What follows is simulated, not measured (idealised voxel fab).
Herein follows the process module entitled voxel ribs on slabs.
225 nm wide, 5 nm square cells: that's cross-section cut.
Think of the cross-section as a grid of square cells. We describe it in bands, top to bottom, and each band covers one or more rows of those cells.
Band: top and bottom heights (nm) first, top before bottom; then materials from left to right, widths in nm. "all across" marks a sole material filling the band edge to edge. "air" denotes empty space.
Zero point of the height axis is 0; under it, received wafer = one material. Lowest band: continues down indefinitely, "top 0, no bottom".
It should be noted that a width expressed as "30->40" varies in equal increments from row to row of cells within the band, taking the value of the first number at the top row and that of the second number at the bottom row.
Take "nothing was modified" at face value: in the step it is given for, the cross-section changed in none of its cells.
Under "Enclosed void entries" you'll find the enclosed gaps, the ones with no way out to the top, that are 8 cells or bigger; each reads width x height at distance, with distance counted from the left edge, everything in nm.
On a step's line, text after the settings is the simulator commenting on that step.
The optional step-line setting "overlay nm" applies to steps with a mask and quantifies how far to the right of its planned location the mask lay, a negative value indicating leftward placement.
Intended process steps
1) RECEIVE (material Si)
2) DIRECTIONAL_DEP (material SiO2; thk nm 20)
3) DIRECTIONAL_DEP (material SiN; thk nm 20)
4) MASKED_ETCH (tone cover; mask id RIB; width nm 30; etch materials SiN; depth nm 10; overlay nm 0)
5) PATTERN (tone cover; mask id SLAB; material resist; width nm 80; thk nm 20; overlay nm 0)
6) DIRECTIONAL_ETCH (etch materials SiN; depth nm 10)
7) STRIP (etch materials resist)
8) FILL_DEP (material SiO2; thk nm 20)
9) CMP (height nm 60)
10) DIRECTIONAL_DEP (material W; thk nm 10)
11) DIRECTIONAL_DEP (material aC; thk nm 15)
12) PATTERN (tone cover; mask id HEATER; material resist; width nm 40; thk nm 30; overlay nm 0)
13) DIRECTIONAL_ETCH (etch materials aC; depth nm 15)
14) STRIP (etch materials resist)
15) DIRECTIONAL_ETCH (etch materials W; depth nm 10)
16) STRIP (etch materials aC)
17) CONFORMAL_DEP (material SiN; thk nm 5)
Same starting wafers, different thk nm at step 2. Plan value belongs to the first wafer.
Incoming state of the first of several wafers in cross-section: after step 1
  top 0, no bottom: Si all across
  Enclosed void entries: none
Row per wafer, end-of-module: cell gain (+)/loss (-) by material since the wafer came in, then closed voids
thk nm 20, +93 SiN, +496 SiO2, +16 W, Enclosed void entries: none
thk nm 25, +93 SiN, +496 SiO2, +16 W, Enclosed void entries: none
thk nm 30, +93 SiN, +496 SiO2, +16 W, Enclosed void entries: none
thk nm 35, +93 SiN, +496 SiO2, +16 W, Enclosed void entries: none
thk nm 40, +93 SiN, +496 SiO2, +16 W, Enclosed void entries: none
